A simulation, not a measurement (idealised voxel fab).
process module | voxel air gaps
cross-section cut | 185 nm wide | cells 5 nm
A cross-section is a grid of square cells, given in bands from the top down. A band is one or more rows of cells.
Each band's line starts with the height of the band's top and of its bottom, in nm. Then come its materials from left to right, each with its width in nm. One material with "throughout" fills the band from edge to edge. "air" is empty space.
Height 0 is the level under which the wafer as received is all one material. The lowest band goes on downwards, as in "0 down".
A width such as "30 to 40" changes by the same amount from each row of cells to the next, from the band's top row to its bottom row.
"no change" after a step means that no cell of the cross-section changed.
closed voids: empty space of 8 cells or more with no open way to the top, each as width x height at its distance from the left edge, in nm
after a step's settings: what the simulator itself notes on the step
overlay nm, on a step with a mask: how far to the right of its planned place the mask lay; to the left if negative
plan
1 op RECEIVE | material Si
2 op CONFORMAL_DEP | material SiO2 | thk nm 15
3 op CONFORMAL_DEP | material SiCN | thk nm 5
4 op DIRECTIONAL_DEP | material lowk | thk nm 40
5 op DIRECTIONAL_DEP | material aC | thk nm 10
6 op PATTERN | tone open | mask id LINES | material resist | width nm 20 | pitch nm 45 | thk nm 30 | overlay nm 0
7 op DIRECTIONAL_ETCH | etch materials aC | depth nm 10
8 op STRIP | etch materials resist
9 op DIRECTIONAL_ETCH | etch materials lowk | depth nm 40
10 op STRIP | etch materials aC
11 op CONFORMAL_DEP | material TiN | thk nm 5
12 op FILL_DEP | material Cu | thk nm 10
13 op CMP | height nm 60
14 op EPI | material Ru | thk nm 10
15 op SELECTIVE_ETCH | etch materials lowk | depth nm 50
16 op CONFORMAL_DEP | material SiCN | thk nm 5
first wafer, as planned
as received, after step 1
  0 down: Si throughout
  closed voids: none
after step 2
  15 to 0: SiO2 throughout
  below 0: unchanged
after step 3
  20 to 15: SiCN throughout
  below 15: unchanged
after step 4
  60 to 20: lowk throughout
  below 20: unchanged
after step 5
  70 to 60: aC throughout
  below 60: unchanged
after step 6
  100 to 70: resist 35 | air 20 | resist 25 | air 20 | resist 25 | air 20 | resist 40
  below 70: unchanged
after step 7
  90 to 70: resist 35 | air 20 | resist 25 | air 20 | resist 25 | air 20 | resist 40
  70 to 60: aC 35 | air 20 | aC 25 | air 20 | aC 25 | air 20 | aC 40
  below 60: unchanged
after step 8
  70 to 60: aC 35 | air 20 | aC 25 | air 20 | aC 25 | air 20 | aC 40
  below 60: unchanged
after step 9
  70 to 60: aC 35 | air 20 | aC 25 | air 20 | aC 25 | air 20 | aC 40
  60 to 20: lowk 35 | air 20 | lowk 25 | air 20 | lowk 25 | air 20 | lowk 40
  below 20: unchanged
after step 10
  60 to 20: lowk 35 | air 20 | lowk 25 | air 20 | lowk 25 | air 20 | lowk 40
  below 20: unchanged
after step 11
  65 to 60: TiN 40 | air 10 | TiN 35 | air 10 | TiN 35 | air 10 | TiN 45
  60 to 25: lowk 35 | TiN 5 | air 10 | TiN 5 | lowk 25 | TiN 5 | air 10 | TiN 5 | lowk 25 | TiN 5 | air 10 | TiN 5 | lowk 40
  25 to 20: lowk 35 | TiN 20 | lowk 25 | TiN 20 | lowk 25 | TiN 20 | lowk 40
  below 20: unchanged
after step 12
  75 to 65: Cu throughout
  65 to 60: TiN 40 | Cu 10 | TiN 35 | Cu 10 | TiN 35 | Cu 10 | TiN 45
  60 to 25: lowk 35 | TiN 5 | Cu 10 | TiN 5 | lowk 25 | TiN 5 | Cu 10 | TiN 5 | lowk 25 | TiN 5 | Cu 10 | TiN 5 | lowk 40
  below 25: unchanged
after step 13
  60 to 25: lowk 35 | TiN 5 | Cu 10 | TiN 5 | lowk 25 | TiN 5 | Cu 10 | TiN 5 | lowk 25 | TiN 5 | Cu 10 | TiN 5 | lowk 40
  below 25: unchanged
after step 14
  70 to 60: air 25 | Ru 40 | air 5 | Ru 40 | air 5 | Ru 40 | air 30
  below 60: unchanged
after step 15
  70 to 60: air 25 | Ru 40 | air 5 | Ru 40 | air 5 | Ru 40 | air 30
  60 to 25: air 35 | TiN 5 | Cu 10 | TiN 5 | air 25 | TiN 5 | Cu 10 | TiN 5 | air 25 | TiN 5 | Cu 10 | TiN 5 | air 40
  25 to 20: air 35 | TiN 20 | air 25 | TiN 20 | air 25 | TiN 20 | air 40
  below 20: unchanged
after step 16
  75 to 70: air 20 | SiCN 140 | air 25
  70 to 60: air 20 | SiCN 5 | Ru 40 | SiCN 5 | Ru 40 | SiCN 5 | Ru 40 | SiCN 5 | air 25
  60 to 55: air 20 | SiCN 15 | TiN 5 | Cu 10 | TiN 5 | SiCN 25 | TiN 5 | Cu 10 | TiN 5 | SiCN 25 | TiN 5 | Cu 10 | TiN 5 | SiCN 15 | air 25
  55 to 25: air 30 | SiCN 5 | TiN 5 | Cu 10 | TiN 5 | SiCN 5 | air 15 | SiCN 5 | TiN 5 | Cu 10 | TiN 5 | SiCN 5 | air 15 | SiCN 5 | TiN 5 | Cu 10 | TiN 5 | SiCN 5 | air 35
  25 to 20: SiCN 35 | TiN 20 | SiCN 25 | TiN 20 | SiCN 25 | TiN 20 | SiCN 40
  below 20: unchanged
  closed voids: 15 x 30 at 60; 15 x 30 at 105
second wafer: like start, like plan, one mistake. Through step 1 it matches the first wafer
when step 2 should have ended
  30 to 0: SiO2 throughout
  below 0: unchanged
when step 3 should have ended
  35 to 30: SiCN throughout
  below 30: unchanged
when step 4 should have ended
  75 to 35: lowk throughout
  below 35: unchanged
when step 5 should have ended
  85 to 75: aC throughout
  below 75: unchanged
when step 6 should have ended
  115 to 85: resist 35 | air 20 | resist 25 | air 20 | resist 25 | air 20 | resist 40
  below 85: unchanged
when step 7 should have ended
  105 to 85: resist 35 | air 20 | resist 25 | air 20 | resist 25 | air 20 | resist 40
  85 to 75: aC 35 | air 20 | aC 25 | air 20 | aC 25 | air 20 | aC 40
  below 75: unchanged
when step 8 should have ended
  85 to 75: aC 35 | air 20 | aC 25 | air 20 | aC 25 | air 20 | aC 40
  below 75: unchanged
when step 9 should have ended
  85 to 75: aC 35 | air 20 | aC 25 | air 20 | aC 25 | air 20 | aC 40
  75 to 35: lowk 35 | air 20 | lowk 25 | air 20 | lowk 25 | air 20 | lowk 40
  below 35: unchanged
when step 10 should have ended
  75 to 35: lowk 35 | air 20 | lowk 25 | air 20 | lowk 25 | air 20 | lowk 40
  below 35: unchanged
when step 11 should have ended
  80 to 75: TiN 40 | air 10 | TiN 35 | air 10 | TiN 35 | air 10 | TiN 45
  75 to 40: lowk 35 | TiN 5 | air 10 | TiN 5 | lowk 25 | TiN 5 | air 10 | TiN 5 | lowk 25 | TiN 5 | air 10 | TiN 5 | lowk 40
  40 to 35: lowk 35 | TiN 20 | lowk 25 | TiN 20 | lowk 25 | TiN 20 | lowk 40
  below 35: unchanged
when step 12 should have ended
  90 to 80: Cu throughout
  80 to 75: TiN 40 | Cu 10 | TiN 35 | Cu 10 | TiN 35 | Cu 10 | TiN 45
  75 to 40: lowk 35 | TiN 5 | Cu 10 | TiN 5 | lowk 25 | TiN 5 | Cu 10 | TiN 5 | lowk 25 | TiN 5 | Cu 10 | TiN 5 | lowk 40
  below 40: unchanged
when step 13 should have ended
  60 to 40: lowk 35 | TiN 5 | Cu 10 | TiN 5 | lowk 25 | TiN 5 | Cu 10 | TiN 5 | lowk 25 | TiN 5 | Cu 10 | TiN 5 | lowk 40
  below 40: unchanged
when step 14 should have ended
  70 to 60: air 25 | Ru 40 | air 5 | Ru 40 | air 5 | Ru 40 | air 30
  below 60: unchanged
when step 15 should have ended
  70 to 60: air 25 | Ru 40 | air 5 | Ru 40 | air 5 | Ru 40 | air 30
  60 to 40: air 35 | TiN 5 | Cu 10 | TiN 5 | air 25 | TiN 5 | Cu 10 | TiN 5 | air 25 | TiN 5 | Cu 10 | TiN 5 | air 40
  40 to 35: air 35 | TiN 20 | air 25 | TiN 20 | air 25 | TiN 20 | air 40
  below 35: unchanged
when step 16 should have ended
  75 to 70: air 20 | SiCN 140 | air 25
  70 to 60: air 20 | SiCN 5 | Ru 40 | SiCN 5 | Ru 40 | SiCN 5 | Ru 40 | SiCN 5 | air 25
  60 to 55: air 20 | SiCN 15 | TiN 5 | Cu 10 | TiN 5 | SiCN 25 | TiN 5 | Cu 10 | TiN 5 | SiCN 25 | TiN 5 | Cu 10 | TiN 5 | SiCN 15 | air 25
  55 to 40: air 30 | SiCN 5 | TiN 5 | Cu 10 | TiN 5 | SiCN 5 | air 15 | SiCN 5 | TiN 5 | Cu 10 | TiN 5 | SiCN 5 | air 15 | SiCN 5 | TiN 5 | Cu 10 | TiN 5 | SiCN 5 | air 35
  40 to 35: SiCN 35 | TiN 20 | SiCN 25 | TiN 20 | SiCN 25 | TiN 20 | SiCN 40
  below 35: unchanged
  closed voids: 15 x 15 at 60; 15 x 15 at 105
what went wrong: step 2 was run twice
at the end the second wafer has, in cells: 18 fewer of Cu | 18 fewer of SiCN | 111 more of SiO2 | 18 fewer of TiN
